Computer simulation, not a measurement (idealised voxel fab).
process module | voxel capacitor over wiring
cross-section cut | 250 nm wide | cells 5 nm
A cross-section is a grid of square cells, given in bands from the top down. A band is one or more rows of cells.
Each band's line starts with the height of the band's top and of its bottom, in nm. Then come its materials from left to right, each with its width in nm. One material with "throughout" fills the band from edge to edge. "air" is empty space.
Height 0 is the level under which the wafer as received is all one material. The lowest band goes on downwards, as in "0 down".
A width such as "30 to 40" changes by the same amount from each row of cells to the next, from the band's top row to its bottom row.
"no change" after a step means that no cell of the cross-section changed.
closed voids: empty space of 8 cells or more with no open way to the top, each as width x height at its distance from the left edge, in nm
after a step's settings: what the simulator itself notes on the step
overlay nm, on a step with a mask: how far to the right of its planned place the mask lay; to the left if negative
plan
1 op RECEIVE | material Si
2 op CONFORMAL_DEP | material SiO2 | thk nm 15
3 op CONFORMAL_DEP | material SiCN | thk nm 5
4 op DIRECTIONAL_DEP | material lowk | thk nm 15
5 op DIRECTIONAL_DEP | material aC | thk nm 15
6 op PATTERN | tone open | mask id METAL_1 | material resist | width nm 30 | pitch nm 90 | thk nm 30 | overlay nm 0
7 op DIRECTIONAL_ETCH | etch materials aC | depth nm 15
8 op STRIP | etch materials resist
9 op DIRECTIONAL_ETCH | etch materials lowk | depth nm 5
10 op DIRECTIONAL_ETCH | etch materials SiCN | depth nm 5
11 op STRIP | etch materials aC
12 op CONFORMAL_DEP | material TiN | thk nm 5
13 op FILL_DEP | material Cu | thk nm 10
14 op CMP | height nm 35
15 op CONFORMAL_DEP | material SiCN | thk nm 5
16 op DIRECTIONAL_DEP | material SiO2 | thk nm 15
17 op MASKED_ETCH | tone open | mask id PLUG_1 | width nm 15 | etch materials SiO2 | depth nm 15 | overlay nm 0
18 op MASKED_ETCH | tone open | mask id PLUG_1 | width nm 15 | etch materials SiCN | depth nm 5 | overlay nm 0
19 op EPI | material Ru | thk nm 10
20 op EPI | material Ru | thk nm 10
21 op DIRECTIONAL_DEP | material TiN | thk nm 10
22 op DIRECTIONAL_DEP | material Al2O3 | thk nm 5
23 op DIRECTIONAL_DEP | material TiN | thk nm 10
24 op MASKED_ETCH | tone cover | mask id UPPER_PLATE | width nm 65 | etch materials TiN | depth nm 10 | overlay nm 0
25 op MASKED_ETCH | tone cover | mask id UPPER_PLATE | width nm 65 | etch materials Al2O3 | depth nm 5 | overlay nm 0
26 op PATTERN | tone cover | mask id LOWER_PLATE | material resist | width nm 75 | thk nm 20 | overlay nm 0
27 op DIRECTIONAL_ETCH | etch materials TiN | depth nm 10
28 op STRIP | etch materials resist
29 op FILL_DEP | material SiO2 | thk nm 15
30 op CMP | height nm 90
31 op PATTERN | tone open | mask id PLUG_2 | material resist | width nm 15 | thk nm 15 | overlay nm 0
32 op DIRECTIONAL_ETCH | etch materials SiO2 | depth nm 10
33 op STRIP | etch materials resist
34 op CONFORMAL_DEP | material TiN | thk nm 5
35 op FILL_DEP | material Ru | thk nm 5
36 op CMP | height nm 90
37 op CONFORMAL_DEP | material SiCN | thk nm 5
varied across the wafers: depth nm of step 9. The plan shows the first wafer's value. All wafers start alike
first wafer as received, after step 1
  0 down: Si throughout
  closed voids: none
first wafer at the end, after step 37
  95 to 90: SiCN throughout
  90 to 85: SiO2 90 | TiN 5 | Ru 5 | TiN 5 | SiO2 145
  85 to 80: SiO2 90 | TiN 15 | SiO2 145
  80 to 70: SiO2 80 | TiN 65 | SiO2 105
  70 to 65: SiO2 80 | Al2O3 65 | SiO2 105
  65 to 55: SiO2 75 | TiN 75 | SiO2 100
  55 to 40: SiO2 80 | Ru 15 | SiO2 155
  40 to 35: SiCN 80 | Ru 15 | SiCN 155
  35 to 30: lowk 65 | TiN 30 | lowk 60 | TiN 30 | lowk 65
  30 to 20: lowk throughout
  20 to 15: SiCN throughout
  15 to 0: SiO2 throughout
  0 down: Si throughout
  closed voids: none
last wafer at the end
  95 to 90: SiCN throughout
  90 to 85: SiO2 90 | TiN 5 | Ru 5 | TiN 5 | SiO2 145
  85 to 80: SiO2 90 | TiN 15 | SiO2 145
  80 to 70: SiO2 80 | TiN 65 | SiO2 105
  70 to 65: SiO2 80 | Al2O3 65 | SiO2 105
  65 to 55: SiO2 75 | TiN 75 | SiO2 100
  55 to 40: SiO2 80 | Ru 15 | SiO2 155
  40 to 35: SiCN 80 | Ru 15 | SiCN 155
  35 to 20: lowk 65 | TiN 5 | Cu 20 | TiN 5 | lowk 60 | TiN 5 | Cu 20 | TiN 5 | lowk 65
  20 to 15: SiCN 65 | TiN 30 | SiCN 60 | TiN 30 | SiCN 65
  15 to 0: SiO2 throughout
  0 down: Si throughout
  closed voids: none
each wafer at the end: cells of each material gained (+) or lost (-) since it was received, then its closed voids
depth nm 5 | +13 Al2O3 | +13 Ru | +147 SiCN | +566 SiO2 | +73 TiN | +138 lowk | closed voids: none
depth nm 10 | +13 Al2O3 | +8 Cu | +13 Ru | +147 SiCN | +566 SiO2 | +77 TiN | +126 lowk | closed voids: none
depth nm 15 | +13 Al2O3 | +24 Cu | +13 Ru | +135 SiCN | +566 SiO2 | +85 TiN | +114 lowk | closed voids: none
depth nm 20 | +13 Al2O3 | +24 Cu | +13 Ru | +135 SiCN | +566 SiO2 | +85 TiN | +114 lowk | closed voids: none
depth nm 25 | +13 Al2O3 | +24 Cu | +13 Ru | +135 SiCN | +566 SiO2 | +85 TiN | +114 lowk | closed voids: none
depth nm 30 | +13 Al2O3 | +24 Cu | +13 Ru | +135 SiCN | +566 SiO2 | +85 TiN | +114 lowk | closed voids: none
